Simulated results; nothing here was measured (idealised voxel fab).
This is a process module. Its name is voxel self aligned contacts.
The figure presents cross-section cut, which has a width of 245 nm and is divided into square cells with an edge length of 5 nm.
Cross-section layout: square cells on a grid; listed as bands, top to bottom; a band spans one or more cell rows. Read a band's entry like this: the first values are the height of its top and the height of its bottom in nm, and what follows is the sequence of materials from left to right, each with its width in nm. Note that "blank" is empty space, and that a single material marked "full width" reaches across the band from edge to edge. For the purposes of this specification, 0 denotes the height below which the wafer in its as-received condition is composed wholly of one material, and the lowermost band, lacking a lower limit, extends downward without end, as expressed in "z 0 and below". Width spec "30 to 40" -> top row of cells at first value, bottom row at second value, equal per-row change in between. "no change" -> step changed no cross-section cell. Entry "Sealed voids". Content: empty spaces with no open connection to the top, size 8 cells or greater. Each: width x height at distance. Distance: from left edge. Unit: nm. Heads up: the bit after the settings on a step's line is the simulator's remark on that step. On any step carrying a mask, the "overlay nm" setting, if present on the step's line, tells how far right of its planned place the mask lay; negative values point to the left.

Process steps (planned)
step 1: RECEIVE: material Si
step 2: OXIDIZE: depth nm 5
step 3: DIRECTIONAL_DEP: material polySi, thk nm 30
step 4: DIRECTIONAL_DEP: material SiN, thk nm 25
step 5: DIRECTIONAL_DEP: material aC, thk nm 10
step 6: PATTERN: tone cover, mask id GATE, material resist, width nm 25, pitch nm 65, thk nm 25, overlay nm 0
step 7: DIRECTIONAL_ETCH: etch materials aC, depth nm 10
step 8: STRIP: etch materials resist
step 9: DIRECTIONAL_ETCH: etch materials SiN, depth nm 25
step 10: DIRECTIONAL_ETCH: etch materials polySi, depth nm 30
step 11: STRIP: etch materials aC
step 12: CONFORMAL_DEP: material SiN, thk nm 10
step 13: DIRECTIONAL_ETCH: etch materials SiN, depth nm 10
step 14: FILL_DEP: material SiO2, thk nm 20
step 15: CMP: height nm 65
step 16: PATTERN: tone open, mask id CONTACT, material resist, width nm 50, thk nm 15, overlay nm 0
step 17: DIRECTIONAL_ETCH: etch materials SiO2, depth nm 70
step 18: STRIP: etch materials resist
step 19: CONFORMAL_DEP: material TiN, thk nm 5
step 20: FILL_DEP: material W, thk nm 5
step 21: CMP: height nm 65
step 22: CONFORMAL_DEP: material SiN, thk nm 5

Cross-sectional view of the wafer in its as-received condition, corresponding to the state after step 1
- z 0 and below | Si full width
- Sealed voids: none

This is how the wafer looks in cross-section once the module is done, given the starting state and plan above and one mistake in carrying the plan out
- z 70 to 65 | SiN full width
- z 65 to 55 | 95 nm SiO2 / 5 to 20 nm TiN / 45 to 10 nm W / 5 to 25 nm TiN / 95 nm SiO2
- z 55 to 30 | 65 nm SiO2 / 45 nm SiN / 5 nm TiN / 10 nm W / 5 nm TiN / 45 nm SiN / 70 nm SiO2
- z 30 to 0 | 65 nm SiO2 / 10 nm SiN / 25 nm polySi / 10 nm SiN / 5 nm TiN / 10 nm W / 5 nm TiN / 10 nm SiN / 25 nm polySi / 10 nm SiN / 70 nm SiO2
- z 0 to -5 | 110 nm SiO2 / 20 nm TiN / 115 nm SiO2
- z -5 and below | Si full width
- Sealed voids: none
Processing error: contrary to plan, step 16 was performed as PATTERN: tone open, mask id CONTACT, material resist, width nm 55, thk nm 15, overlay nm 0
